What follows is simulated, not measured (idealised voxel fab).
voxel capacitor over wiring: a process module
The figure presents cross-section cut, which has a width of 230 nm and is divided into square cells with an edge length of 5 nm.
We lay out every cross-section as a grid of square cells and spell it out in bands from the top down, where one band means one or more rows of cells. Heads up on the band format: heights come first, top then bottom, in nm. After that it's the materials left to right, each with its width in nm. A single material flagged "full width" fills the whole band edge to edge, and "blank" means there's empty space there. Measure heights from 0. That's the level where, below it, the as-received wafer is all one material. The lowest band is bottomless and extends downward; write it as in "z 0 and below". The width entry "30..40" should be interpreted row by row: the top row of cells in the band takes the first number, the bottom row takes the second number, and the change between adjacent rows is uniform throughout. A step reported as "nothing different" is a step in which no cell of the cross-section changed. "Sealed cavities" - sealed voids, min. 8 cells, no opening to top; format: width x height at distance (distance from left edge; nm throughout). Text after the settings on a step's line: the simulator's own remark on that step. When a step includes a mask, the "overlay nm" setting on its line states how far to the right of its planned place that mask lay, and negative values state how far to the left.

### Intended process steps
1,RECEIVE: material Si
2,CONFORMAL_DEP: material SiO2, thk nm 10
3,CONFORMAL_DEP: material SiN, thk nm 5
4,DIRECTIONAL_DEP: material SiO2, thk nm 25
5,DIRECTIONAL_DEP: material aC, thk nm 10
6,PATTERN: tone open, mask id METAL_1, material resist, width nm 20, pitch nm 90, thk nm 30, overlay nm 0
7,DIRECTIONAL_ETCH: etch materials aC, depth nm 10
8,STRIP: etch materials resist
9,DIRECTIONAL_ETCH: etch materials SiO2, depth nm 25
10,DIRECTIONAL_ETCH: etch materials SiN, depth nm 5
11,STRIP: etch materials aC
12,CONFORMAL_DEP: material TiN, thk nm 5
13,FILL_DEP: material Cu, thk nm 5
14,CMP: height nm 40
15,CONFORMAL_DEP: material SiCN, thk nm 5
16,DIRECTIONAL_DEP: material lowk, thk nm 20
17,DIRECTIONAL_DEP: material aC, thk nm 10
18,PATTERN: tone open, mask id PLUG_1, material resist, width nm 15, thk nm 25, overlay nm 0
19,DIRECTIONAL_ETCH: etch materials aC, depth nm 10
20,STRIP: etch materials resist
21,DIRECTIONAL_ETCH: etch materials lowk, depth nm 20
22,DIRECTIONAL_ETCH: etch materials SiCN, depth nm 5
23,STRIP: etch materials aC
24,CONFORMAL_DEP: material TiN, thk nm 5
25,FILL_DEP: material W, thk nm 10
26,CMP: height nm 65
27,DIRECTIONAL_DEP: material TiN, thk nm 10
28,DIRECTIONAL_DEP: material HfO2, thk nm 5
29,DIRECTIONAL_DEP: material TiN, thk nm 5
30,DIRECTIONAL_DEP: material aC, thk nm 15
31,PATTERN: tone cover, mask id UPPER_PLATE, material resist, width nm 75, thk nm 35, overlay nm 0
32,DIRECTIONAL_ETCH: etch materials aC, depth nm 15
33,STRIP: etch materials resist
34,DIRECTIONAL_ETCH: etch materials TiN, depth nm 5
35,DIRECTIONAL_ETCH: etch materials HfO2, depth nm 5
36,STRIP: etch materials aC
37,PATTERN: tone cover, mask id LOWER_PLATE, material resist, width nm 85, thk nm 20, overlay nm 0
38,DIRECTIONAL_ETCH: etch materials TiN, depth nm 10
39,STRIP: etch materials resist
40,FILL_DEP: material SiO2, thk nm 15
41,CMP: height nm 95
42,MASKED_ETCH: tone open, mask id PLUG_2, width nm 15, etch materials SiO2, depth nm 10, overlay nm 0
43,CONFORMAL_DEP: material TiN, thk nm 5
44,FILL_DEP: material W, thk nm 10
45,CMP: height nm 95
46,CONFORMAL_DEP: material SiN, thk nm 5

### Cross-section, incoming material, after step 1
	z 0 and below: Si full width
	Sealed cavities: none

### Cross-sectional view of the first of the two wafers upon completion of the module, processed in accordance with the plan
	z 100 to 95: SiN full width
	z 95 to 90: SiO2 75  TiN 5  W 5  TiN 5  SiO2 140
	z 90 to 80: SiO2 75..65  TiN 15..75  SiO2 140..90
	z 80 to 75: SiO2 65  HfO2 75  SiO2 90
	z 75 to 65: SiO2 60  TiN 85  SiO2 85
	z 65 to 45: lowk 65  TiN 5  W 5  TiN 5  lowk 150
	z 45 to 40: SiCN 65  TiN 15  SiCN 150
	z 40 to 15: SiO2 60  TiN 5  Cu 10  TiN 5  SiO2 70  TiN 5  Cu 10  TiN 5  SiO2 60
	z 15 to 10: SiN 60  TiN 20  SiN 70  TiN 20  SiN 60
	z 10 to 0: SiO2 full width
	z 0 and below: Si full width
	Sealed cavities: none

### Cross-section at end of module for the second wafer of two, which matched the first in starting point and plan and differed by one mistake in its processing
	z 100 to 95: SiN full width
	z 95 to 90: SiO2 75  TiN 5  W 5  TiN 5  SiO2 140
	z 90 to 80: SiO2 75..65  TiN 15..75  SiO2 140..90
	z 80 to 75: SiO2 65  HfO2 75  SiO2 90
	z 75 to 65: SiO2 60  TiN 85  SiO2 85
	z 65 to 45: lowk 65  TiN 5  W 10  TiN 5  lowk 145
	z 45 to 40: SiCN 65  TiN 20  SiCN 145
	z 40 to 15: SiO2 60  TiN 5  Cu 10  TiN 5  SiO2 70  TiN 5  Cu 10  TiN 5  SiO2 60
	z 15 to 10: SiN 60  TiN 20  SiN 70  TiN 20  SiN 60
	z 10 to 0: SiO2 full width
	z 0 and below: Si full width
	Sealed cavities: none
It is concluded that the wafer was processed incorrectly with respect to the plan, in that step 18 did not use the planned setting and instead ran as PATTERN: tone open, mask id PLUG_1, material resist, width nm 20, thk nm 25, overlay nm 0
The second wafer ends with more or fewer cells of some materials than the first, per final count: SiCN: 1 fewer; TiN: 1 more; W: 4 more; lowk: 4 fewer
